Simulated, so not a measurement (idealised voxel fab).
Herein follows the process module entitled voxel air gaps.
Section shown: cut. Width: 215 nm. Cell size: 5 nm, square.
If you're reading a cross-section in this doc, picture square cells in a grid; it comes to you as bands, top ones listed first down to the bottom, and a band can be one or more rows of cells.
Each band's line starts with the height of the band's top and of its bottom, in nm. Then come its materials from left to right, each with its width in nm. One material with "everywhere" fills the band from edge to edge. "air" is empty space.
Where do heights start? At 0: under that level the wafer as delivered is made of one material only. And the lowest band has no floor; it just carries on downward, as in "0..down".
A two-number width, for instance "30 to 40", indicates that the width is equal to the first number in the top row of the band and to the second number in the bottom row, and that it changes by a constant amount per row of cells.
For the purposes of this document, the phrase "no modification" attached to a step denotes that no cell within the cross-section was modified by that step.
So "Sealed void list" is basically the list of trapped voids: any empty space of 8 cells or more that can't reach the top through an opening. They're written width x height at distance, the distance being from the left edge, and it's all nm.
Formally, on a step line, whatever follows the settings is a remark that the simulator itself makes on the step.
The setting "overlay nm" may be written on the line of a step. When the step uses a mask, the value reports how far to the right of the planned place the mask lay, and a negative value reports that it lay to the left.
[Process steps foreseen in the plan]
| 1 | RECEIVE (material Si) |
| 2 | CONFORMAL_DEP (material SiO2; thk nm 15) |
| 3 | CONFORMAL_DEP (material SiN; thk nm 5) |
| 4 | DIRECTIONAL_DEP (material SiO2; thk nm 40) |
| 5 | MASKED_ETCH (tone open; mask id LINES; width nm 25; pitch nm 55; etch materials SiO2; depth nm 40; overlay nm 0) |
| 6 | CONFORMAL_DEP (material TiN; thk nm 5) |
| 7 | FILL_DEP (material Cu; thk nm 5) |
| 8 | CMP (height nm 60) |
| 9 | EPI (material Ru; thk nm 10) |
| 10 | SELECTIVE_ETCH (etch materials SiO2; depth nm 50) |
| 11 | CONFORMAL_DEP (material SiCN; thk nm 5) |
[As received (post step 1): cross-section]
    0..down = Si everywhere
    Sealed void list: none
[Result of the module, cross-sectioned: start per above, plan per above, one error in how it was run]
    75..70 = air 25 nm / SiCN 165 nm / air 25 nm
    70..60 = air 25 nm / SiCN 5 nm / Ru 45 nm / SiCN 10 nm / Ru 45 nm / SiCN 10 nm / Ru 45 nm / SiCN 5 nm / air 25 nm
    60..55 = air 25 nm / SiCN 15 nm / TiN 5 nm / SiO2 15 nm / TiN 5 nm / SiCN 30 nm / TiN 5 nm / SiO2 15 nm / TiN 5 nm / SiCN 30 nm / TiN 5 nm / SiO2 15 nm / TiN 5 nm / SiCN 15 nm / air 25 nm
    55..25 = air 35 nm / SiCN 5 nm / TiN 5 nm / SiO2 15 nm / TiN 5 nm / SiCN 5 nm / air 20 nm / SiCN 5 nm / TiN 5 nm / SiO2 15 nm / TiN 5 nm / SiCN 5 nm / air 20 nm / SiCN 5 nm / TiN 5 nm / SiO2 15 nm / TiN 5 nm / SiCN 5 nm / air 35 nm
    25..20 = SiCN 40 nm / TiN 25 nm / SiCN 30 nm / TiN 25 nm / SiCN 30 nm / TiN 25 nm / SiCN 40 nm
    20..15 = SiN everywhere
    15..0 = SiO2 everywhere
    0..down = Si everywhere
    Sealed void list: 20 x 30 at 70; 20 x 30 at 125
Nonconformance to the process plan: contrary to plan, step 7 was performed as FILL_DEP (material SiO2; thk nm 5)
